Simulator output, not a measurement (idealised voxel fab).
Proc. module: voxel quadruple lines
Cross-section cut: width 230 nm, square cells of 5 nm.
Each cross-section below is a grid of square cells, stated as bands in top-down order, with one or more rows of cells making up each band.
Each band's line starts with the height of the band's top and of its bottom, in nm. Then come its materials from left to right, each with its width in nm. One material with "everywhere" fills the band from edge to edge. "empty" is empty space.
Zero point of the height axis is 0; under it, received wafer = one material. Lowest band: continues down indefinitely, "from 0 down".
Read "30 to 40" as a graded width: first number on top, second number at the bottom, same change between each pair of neighbouring rows.
It should be understood that the words "no alterations made", when stated for a given step, signify that the cross-section underwent no change in any of its cells during that step.
"Cavities, sealed": sealed empty spaces, 8 cells or more, no open way to top, listed width x height at distance, with distance from the left edge and width, height and distance in nm.
Past the settings on a step's line: simulator remark, on that step.
overlay nm: step with mask; distance mask lay right of planned place; negative value = left of planned place.
Listed below are the process steps as planned:
1,RECEIVE with material Si
2,CONFORMAL_DEP with material SiO2, thk nm 5
3,DIRECTIONAL_DEP with material W, thk nm 15
4,DIRECTIONAL_DEP with material polySi, thk nm 20
5,DIRECTIONAL_DEP with material aC, thk nm 20
6,PATTERN with tone cover, mask id MANDREL, material resist, width nm 20, pitch nm 80, thk nm 25, overlay nm 0
7,DIRECTIONAL_ETCH with etch materials aC, depth nm 20
8,STRIP with etch materials resist
9,CONFORMAL_DEP with material SiO2, thk nm 10
10,DIRECTIONAL_ETCH with etch materials SiO2, depth nm 10
11,STRIP with etch materials aC
12,DIRECTIONAL_ETCH with etch materials polySi, depth nm 20
13,STRIP with etch materials SiO2
14,CONFORMAL_DEP with material SiCN, thk nm 10
15,DIRECTIONAL_ETCH with etch materials SiCN, depth nm 10
16,STRIP with etch materials polySi
17,DIRECTIONAL_ETCH with etch materials W, depth nm 15
18,STRIP with etch materials SiCN
19,FILL_DEP with material SiO2, thk nm 5
20,CMP with height nm 20
Heads up: all these wafers start the same, and what changes between them is the width nm in step 6. The value you see in the plan is just what the first wafer got.
After step 1, as received: first of several wafers, cross-section:
> from 0 down | Si everywhere
> Cavities, sealed: none
First wafer of several, cross-section, module end, after step 20 (last):
> from 20 to 5 | SiO2=45  W=10  SiO2=10  W=20  SiO2=10  W=10  SiO2=20  W=10  SiO2=10  W=20  SiO2=10  W=10  SiO2=45
> from 5 to 0 | SiO2 everywhere
> from 0 down | Si everywhere
> Cavities, sealed: none
Wafer cross-section (last wafer, module end):
> from 20 to 5 | SiO2=35  W=10  SiO2=10  W=10  SiO2=25  W=10  SiO2=10  W=15  SiO2=10  W=10  SiO2=25  W=10  SiO2=10  W=10  SiO2=30
> from 5 to 0 | SiO2 everywhere
> from 0 down | Si everywhere
> Cavities, sealed: none
Here is how to read the rows: every wafer has a row, and it shows the wafer at the end of the module, giving for each material how many cells were gained (+) or lost (-) since the wafer was received, then listing its closed voids:
width nm 20, +136 SiO2, +48 W, Cavities, sealed: none
width nm 25, +136 SiO2, +48 W, Cavities, sealed: none
width nm 30, +136 SiO2, +48 W, Cavities, sealed: none
width nm 35, +136 SiO2, +48 W, Cavities, sealed: none
width nm 40, +136 SiO2, +48 W, Cavities, sealed: none
width nm 45, +139 SiO2, +45 W, Cavities, sealed: none
